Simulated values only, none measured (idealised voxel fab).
Process module under the name voxel self aligned contacts
The cross-section on display is named cut; it measures 220 nm wide, and its cells are 5 nm squares.
Heads up, the way a cross-section reads in here is a grid of square cells, handed over as bands from the top down, with every band being one or more rows of cells. Top, bottom (nm), then materials left to right with widths (nm); lone material tagged "edge to edge" fills the whole band edge to edge; "blank" = empty space. Height datum 0, below which the as-received substrate wafer is one material. Lowest band open at the bottom, running downward: "0 -> down". Width: "30..40" (first number = top row, second number = bottom row, same change from row to row of cells). It should be understood that the words "no modifications", when stated for a given step, signify that the cross-section underwent no change in any of its cells during that step. Closed empty spaces (no open way to the top) of 8 cells or more are what "Voids, sealed" lists, each as width x height at distance from the left edge, nm for all three. If you see something after the settings on a step's line, that's the simulator's own remark about that step. "overlay nm" answers the question of how far to the right of plan the mask lay on a step that has a mask, and when it is negative the answer is to the left.
[The following list gives the planned process steps]
| 1 | op RECEIVE | material Si |
| 2 | op OXIDIZE | depth nm 5 |
| 3 | op DIRECTIONAL_DEP | material polySi | thk nm 30 |
| 4 | op DIRECTIONAL_DEP | material SiN | thk nm 20 |
| 5 | op PATTERN | tone cover | mask id GATE | material resist | width nm 35 | pitch nm 65 | thk nm 15 | overlay nm 0 |
| 6 | op DIRECTIONAL_ETCH | etch materials SiN | depth nm 20 |
| 7 | op DIRECTIONAL_ETCH | etch materials polySi | depth nm 30 |
| 8 | op STRIP | etch materials resist |
| 9 | op CONFORMAL_DEP | material SiN | thk nm 5 |
| 10 | op DIRECTIONAL_ETCH | etch materials SiN | depth nm 5 |
| 11 | op FILL_DEP | material SiO2 | thk nm 15 |
| 12 | op CMP | height nm 55 |
| 13 | op PATTERN | tone open | mask id CONTACT | material resist | width nm 40 | pitch nm 65 | thk nm 15 | overlay nm 0 |
| 14 | op DIRECTIONAL_ETCH | etch materials SiO2 | depth nm 60 |
| 15 | op STRIP | etch materials resist |
| 16 | op CONFORMAL_DEP | material TiN | thk nm 5 |
| 17 | op FILL_DEP | material Ru | thk nm 10 |
| 18 | op CMP | height nm 55 |
| 19 | op CONFORMAL_DEP | material SiN | thk nm 5 |
All wafers enter the flow in the same state. The width nm at step 13 differs from wafer to wafer, and the plan gives the value for the first wafer.
[First of several wafers, received after step 1, in cross-section]
> 0 -> down = Si edge to edge
> Voids, sealed: none
[The following table contains a row per wafer, in which are reported, at the conclusion of the module, the cells of each material gained (+) or lost (-) since the wafer's receipt, with its closed voids given thereafter]
width nm 40, +44 Ru, -44 Si, +188 SiN, +154 SiO2, +60 TiN, +126 polySi, Voids, sealed: none
width nm 45, +44 Ru, -44 Si, +188 SiN, +152 SiO2, +62 TiN, +126 polySi, Voids, sealed: none
width nm 50, +44 Ru, -44 Si, +188 SiN, +150 SiO2, +64 TiN, +126 polySi, Voids, sealed: none
